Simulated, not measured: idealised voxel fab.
process module | voxel spacer lines
cross-section cut | 225 nm wide | cells 5 nm
A cross-section is a grid of square cells, given in bands from the top down. A band is one or more rows of cells.
Each band's line starts with the height of the band's top and of its bottom, in nm. Then come its materials from left to right, each with its width in nm. One material with "throughout" fills the band from edge to edge. "air" is empty space.
Height 0 is the level under which the wafer as received is all one material. The lowest band goes on downwards, as in "0 down".
A width such as "30 to 40" changes by the same amount from each row of cells to the next, from the band's top row to its bottom row.
"no change" after a step means that no cell of the cross-section changed.
closed voids: empty space of 8 cells or more with no open way to the top, each as width x height at its distance from the left edge, in nm
after a step's settings: what the simulator itself notes on the step
overlay nm, on a step with a mask: how far to the right of its planned place the mask lay; to the left if negative
plan
1 op RECEIVE | material Si
2 op CONFORMAL_DEP | material SiO2 | thk nm 10
3 op DIRECTIONAL_DEP | material W | thk nm 15
4 op DIRECTIONAL_DEP | material aC | thk nm 25
5 op PATTERN | tone cover | mask id MANDREL | material resist | width nm 25 | pitch nm 70 | thk nm 35 | overlay nm 0
6 op DIRECTIONAL_ETCH | etch materials aC | depth nm 25
7 op STRIP | etch materials resist
8 op CONFORMAL_DEP | material SiN | thk nm 10
9 op DIRECTIONAL_ETCH | etch materials SiN | depth nm 10
10 op STRIP | etch materials aC
11 op DIRECTIONAL_ETCH | etch materials W | depth nm 15
12 op STRIP | etch materials SiN
as received, after step 1
  0 down: Si throughout
  closed voids: none
first wafer at the end, as planned
  25 to 10: air 20 | W 10 | air 25 | W 10 | air 25 | W 10 | air 25 | W 10 | air 25 | W 10 | air 25 | W 10 | air 20
  10 to 0: SiO2 throughout
  0 down: Si throughout
  closed voids: none
second wafer at the end: like start, like plan, one mistake
  25 to 10: air 30 | W 10 | air 5 | W 10 | air 45 | W 10 | air 5 | W 10 | air 45 | W 10 | air 5 | W 10 | air 30
  10 to 0: SiO2 throughout
  0 down: Si throughout
  closed voids: none
what went wrong: step 5 ran as: op PATTERN | tone open | mask id MANDREL | material resist | width nm 25 | pitch nm 70 | thk nm 35 | overlay nm 0
at the end the second wafer has, in cells: as many of each material as the first, in other places
